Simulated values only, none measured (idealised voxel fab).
A process module follows: voxel wiring stack.
FYI the section here is cut, 210 nm wide, cells are 5 nm squares.
Just so we're on the same page, the cross-sections are grids of square cells, and they're listed out in bands top to bottom, each band one or more rows deep.
First you get the band's top height and its bottom height, in nm, and then the materials it's made of, left to right, with each width in nm. If you see a single material with "throughout", that one covers the band edge to edge. "empty" is empty space.
Beneath 0, the wafer as received is one material, and that level is where height counting begins. The lowest band goes on downward without a bottom; it is written like "0 nm and below".
It should be noted that a width expressed as "30->40" varies in equal increments from row to row of cells within the band, taking the value of the first number at the top row and that of the second number at the bottom row.
Given "nothing was modified" for a step, no cell of the cross-section differs between before and after that step.
The entry "Closed empty spaces" lists the empty spaces that cover at least 8 cells and have no open path to the top. Each is written as width x height at distance, where the distance is measured from the left edge and all three values are in nm.
Note: text after step settings on the step line = simulator remark on that step.
You can add "overlay nm" to a step's line. For a step with a mask, it describes how far the mask lay to the right of its planned position, and a negative number describes a lay to the left.

So here's the lineup of process steps we planned
1. RECEIVE,material Si
2. CONFORMAL_DEP,material SiO2,thk nm 10
3. DIRECTIONAL_DEP,material TiN,thk nm 5
4. DIRECTIONAL_DEP,material Ru,thk nm 25
5. DIRECTIONAL_DEP,material aC,thk nm 10
6. PATTERN,tone cover,mask id METAL_1,material resist,width nm 25,pitch nm 40,thk nm 25,overlay nm 0
7. DIRECTIONAL_ETCH,etch materials aC,depth nm 10
8. STRIP,etch materials resist
9. DIRECTIONAL_ETCH,etch materials Ru,depth nm 25
10. DIRECTIONAL_ETCH,etch materials TiN,depth nm 5
11. STRIP,etch materials aC
12. FILL_DEP,material SiO2,thk nm 5
13. CMP,height nm 40
14. CONFORMAL_DEP,material SiCN,thk nm 5
15. DIRECTIONAL_DEP,material SiO2,thk nm 15
16. MASKED_ETCH,tone open,mask id PLUG_1,width nm 15,pitch nm 40,etch materials SiO2,depth nm 15,overlay nm 0
17. MASKED_ETCH,tone open,mask id PLUG_1,width nm 15,pitch nm 40,etch materials SiCN,depth nm 5,overlay nm 0
18. CONFORMAL_DEP,material TiN,thk nm 5
19. FILL_DEP,material Ru,thk nm 10
20. CMP,height nm 60
21. CONFORMAL_DEP,material SiN,thk nm 5
22. DIRECTIONAL_DEP,material lowk,thk nm 15
23. DIRECTIONAL_DEP,material aC,thk nm 10
24. PATTERN,tone open,mask id METAL_2,material resist,width nm 25,pitch nm 40,thk nm 30,overlay nm 0
25. DIRECTIONAL_ETCH,etch materials aC,depth nm 10
26. STRIP,etch materials resist
27. DIRECTIONAL_ETCH,etch materials lowk,depth nm 15
28. DIRECTIONAL_ETCH,etch materials SiN,depth nm 5
29. STRIP,etch materials aC
30. CONFORMAL_DEP,material TiN,thk nm 5
31. FILL_DEP,material Cu,thk nm 5
32. CMP,height nm 80
33. CONFORMAL_DEP,material SiCN,thk nm 5
34. DIRECTIONAL_DEP,material SiO2,thk nm 30
35. MASKED_ETCH,tone open,mask id METAL_3_HOLES,width nm 15,pitch nm 80,etch materials SiO2,depth nm 30,overlay nm 0
36. DIRECTIONAL_DEP,material aC,thk nm 15
37. PATTERN,tone open,mask id METAL_3,material resist,width nm 25,pitch nm 40,thk nm 30,overlay nm 0
38. DIRECTIONAL_ETCH,etch materials aC,depth nm 15
39. STRIP,etch materials resist
40. DIRECTIONAL_ETCH,etch materials SiO2,depth nm 20
41. DIRECTIONAL_ETCH,etch materials SiCN,depth nm 5
42. STRIP,etch materials aC
43. CONFORMAL_DEP,material TiN,thk nm 5
44. FILL_DEP,material Cu,thk nm 10
45. CMP,height nm 115
46. CONFORMAL_DEP,material SiN,thk nm 5

Cross-section: wafer on arrival = after step 1
> 0 nm and below  Si throughout
> Closed empty spaces: none

End-of-module cross-section of the first of two wafers, processed as planned
> 120 nm to 115 nm  SiN throughout
> 115 nm to 100 nm  30 SiO2  5 TiN  15 Cu  5 TiN  15 SiO2  5 TiN  15 Cu  5 TiN  15 SiO2  5 TiN  15 Cu  5 TiN  15 SiO2  5 TiN  15 Cu  5 TiN  35 SiO2
> 100 nm to 95 nm  30 SiO2  5 TiN  5 Cu  15 TiN  15 SiO2  25 TiN  15 SiO2  5 TiN  5 Cu  15 TiN  15 SiO2  25 TiN  35 SiO2
> 95 nm to 85 nm  30 SiO2  5 TiN  5 Cu  5 TiN  65 SiO2  5 TiN  5 Cu  5 TiN  85 SiO2
> 85 nm to 80 nm  30 SiCN  15 TiN  65 SiCN  15 TiN  85 SiCN
> 80 nm to 65 nm  30 lowk  5 TiN  15 Cu  5 TiN  15 lowk  5 TiN  15 Cu  5 TiN  15 lowk  5 TiN  15 Cu  5 TiN  15 lowk  5 TiN  15 Cu  5 TiN  35 lowk
> 65 nm to 60 nm  30 SiN  25 TiN  15 SiN  25 TiN  15 SiN  25 TiN  15 SiN  25 TiN  35 SiN
> 60 nm to 45 nm  30 SiO2  5 TiN  5 Ru  5 TiN  25 SiO2  5 TiN  5 Ru  5 TiN  25 SiO2  5 TiN  5 Ru  5 TiN  25 SiO2  5 TiN  5 Ru  5 TiN  45 SiO2
> 45 nm to 40 nm  30 SiCN  15 TiN  25 SiCN  15 TiN  25 SiCN  15 TiN  25 SiCN  15 TiN  45 SiCN
> 40 nm to 15 nm  30 SiO2  25 Ru  15 SiO2  25 Ru  15 SiO2  25 Ru  15 SiO2  25 Ru  35 SiO2
> 15 nm to 10 nm  30 SiO2  25 TiN  15 SiO2  25 TiN  15 SiO2  25 TiN  15 SiO2  25 TiN  35 SiO2
> 10 nm to 0 nm  SiO2 throughout
> 0 nm and below  Si throughout
> Closed empty spaces: none

Second wafer at the end: like start, like plan, one mistake
> 125 nm to 120 nm  SiN throughout
> 120 nm to 115 nm  35 TiN  15 Cu  25 TiN  15 Cu  25 TiN  15 Cu  25 TiN  15 Cu  40 TiN
> 115 nm to 100 nm  30 SiO2  5 TiN  15 Cu  5 TiN  15 SiO2  5 TiN  15 Cu  5 TiN  15 SiO2  5 TiN  15 Cu  5 TiN  15 SiO2  5 TiN  15 Cu  5 TiN  35 SiO2
> 100 nm to 95 nm  30 SiO2  5 TiN  5 Cu  15 TiN  15 SiO2  25 TiN  15 SiO2  5 TiN  5 Cu  15 TiN  15 SiO2  25 TiN  35 SiO2
> 95 nm to 85 nm  30 SiO2  5 TiN  5 Cu  5 TiN  65 SiO2  5 TiN  5 Cu  5 TiN  85 SiO2
> 85 nm to 80 nm  30 SiCN  15 TiN  65 SiCN  15 TiN  85 SiCN
> 80 nm to 65 nm  30 lowk  5 TiN  15 Cu  5 TiN  15 lowk  5 TiN  15 Cu  5 TiN  15 lowk  5 TiN  15 Cu  5 TiN  15 lowk  5 TiN  15 Cu  5 TiN  35 lowk
> 65 nm to 60 nm  30 SiN  25 TiN  15 SiN  25 TiN  15 SiN  25 TiN  15 SiN  25 TiN  35 SiN
> 60 nm to 45 nm  30 SiO2  5 TiN  5 Ru  5 TiN  25 SiO2  5 TiN  5 Ru  5 TiN  25 SiO2  5 TiN  5 Ru  5 TiN  25 SiO2  5 TiN  5 Ru  5 TiN  45 SiO2
> 45 nm to 40 nm  30 SiCN  15 TiN  25 SiCN  15 TiN  25 SiCN  15 TiN  25 SiCN  15 TiN  45 SiCN
> 40 nm to 15 nm  30 SiO2  25 Ru  15 SiO2  25 Ru  15 SiO2  25 Ru  15 SiO2  25 Ru  35 SiO2
> 15 nm to 10 nm  30 SiO2  25 TiN  15 SiO2  25 TiN  15 SiO2  25 TiN  15 SiO2  25 TiN  35 SiO2
> 10 nm to 0 nm  SiO2 throughout
> 0 nm and below  Si throughout
> Closed empty spaces: none
Plan not followed: for step 45, the planned setting was not used; the step was instead run as CMP,height nm 120
In the final state, the cell counts of the second wafer exceed or fall short of those of the first for the following materials: +12 Cu, +30 TiN
